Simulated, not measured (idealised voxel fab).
Process module name: voxel wiring stack
The cross-section on display is named cut; it measures 160 nm wide, and its cells are 5 nm squares.
When this document writes out a cross-section, it uses a grid of square cells and lists it as bands, beginning at the top and moving down, with a band standing for one or more rows of cells. Heights first: top, then bottom, in nm. Then materials, left to right, each with a width in nm. "edge to edge" on a single material: fills the band edge to edge. "empty": empty space. All heights in this document are referenced to 0, defined as the level beneath which the wafer, as received, consists entirely of one material. The lowest band is not bounded below; it extends indefinitely downward and is written in the form "0 down". The notation "30 to 40" denotes a width that varies across the rows of cells in the band, beginning at the first number in the top row, finishing at the second number in the bottom row, and changing by an identical amount from each row to the next. No cell of the cross-section changed in a step that is given as "nothing was modified". The label "Sealed voids" introduces a list of the empty spaces, 8 cells or larger, that have no open way up to the top; each entry in it reads width x height at distance, where the distance is taken from the left edge and all three are stated in nm. What comes after the settings on a step's line is commentary from the simulator itself on that step. For masked steps, "overlay nm" on the step line gives how far right of plan the mask actually lay; a minus sign means it lay to the left.
[The process steps that were planned are listed below]
1) op RECEIVE | material Si
2) op CONFORMAL_DEP | material SiO2 | thk nm 15
3) op DIRECTIONAL_DEP | material TiN | thk nm 5
4) op DIRECTIONAL_DEP | material W | thk nm 25
5) op PATTERN | tone cover | mask id METAL_1 | material resist | width nm 20 | pitch nm 40 | thk nm 20 | overlay nm 0
6) op DIRECTIONAL_ETCH | etch materials W | depth nm 25
7) op DIRECTIONAL_ETCH | etch materials TiN | depth nm 5
8) op STRIP | etch materials resist
9) op FILL_DEP | material lowk | thk nm 10
10) op CMP | height nm 45
11) op CONFORMAL_DEP | material SiCN | thk nm 5
12) op DIRECTIONAL_DEP | material lowk | thk nm 30
13) op DIRECTIONAL_DEP | material aC | thk nm 15
14) op PATTERN | tone open | mask id METAL_2 | material resist | width nm 20 | pitch nm 40 | thk nm 30 | overlay nm 0
15) op DIRECTIONAL_ETCH | etch materials aC | depth nm 15
16) op STRIP | etch materials resist
17) op DIRECTIONAL_ETCH | etch materials lowk | depth nm 15
18) op STRIP | etch materials aC
19) op MASKED_ETCH | tone open | mask id METAL_2_HOLES | width nm 15 | pitch nm 40 | etch materials lowk | depth nm 15 | overlay nm 0
20) op MASKED_ETCH | tone open | mask id METAL_2_HOLES | width nm 15 | pitch nm 40 | etch materials SiCN | depth nm 5 | overlay nm 0
21) op CONFORMAL_DEP | material TiN | thk nm 5
22) op FILL_DEP | material Cu | thk nm 10
23) op CMP | height nm 80
24) op CONFORMAL_DEP | material SiN | thk nm 5
[Wafer as received: cross-section following step 1]
0 down = Si edge to edge
Sealed voids: none
[End state of the module in cross-section, given the above starting point and plan and one mistake in execution]
85 to 80 = SiN edge to edge
80 to 70 = lowk 45 nm / TiN 5 nm / Cu 15 nm / TiN 5 nm / lowk 15 nm / TiN 5 nm / Cu 15 nm / TiN 5 nm / lowk 50 nm
70 to 65 = lowk 45 nm / TiN 10 nm / Cu 10 nm / TiN 5 nm / lowk 15 nm / TiN 10 nm / Cu 10 nm / TiN 5 nm / lowk 50 nm
65 to 55 = lowk 50 nm / TiN 5 nm / Cu 10 nm / TiN 5 nm / lowk 20 nm / TiN 5 nm / Cu 10 nm / TiN 5 nm / lowk 50 nm
55 to 50 = lowk 50 nm / TiN 5 nm / Cu 5 nm / TiN 10 nm / lowk 20 nm / TiN 5 nm / Cu 5 nm / TiN 10 nm / lowk 50 nm
50 to 45 = SiCN 50 nm / TiN 15 nm / SiCN 25 nm / TiN 15 nm / SiCN 55 nm
45 to 20 = lowk 50 nm / W 20 nm / lowk 20 nm / W 20 nm / lowk 50 nm
20 to 15 = lowk 50 nm / TiN 20 nm / lowk 20 nm / TiN 20 nm / lowk 50 nm
15 to 0 = SiO2 edge to edge
0 down = Si edge to edge
Sealed voids: none
The plan and the run diverged here: not per plan at step 19, really ran op MASKED_ETCH | tone open | mask id METAL_2_HOLES | width nm 25 | pitch nm 40 | etch materials lowk | depth nm 15 | overlay nm 0
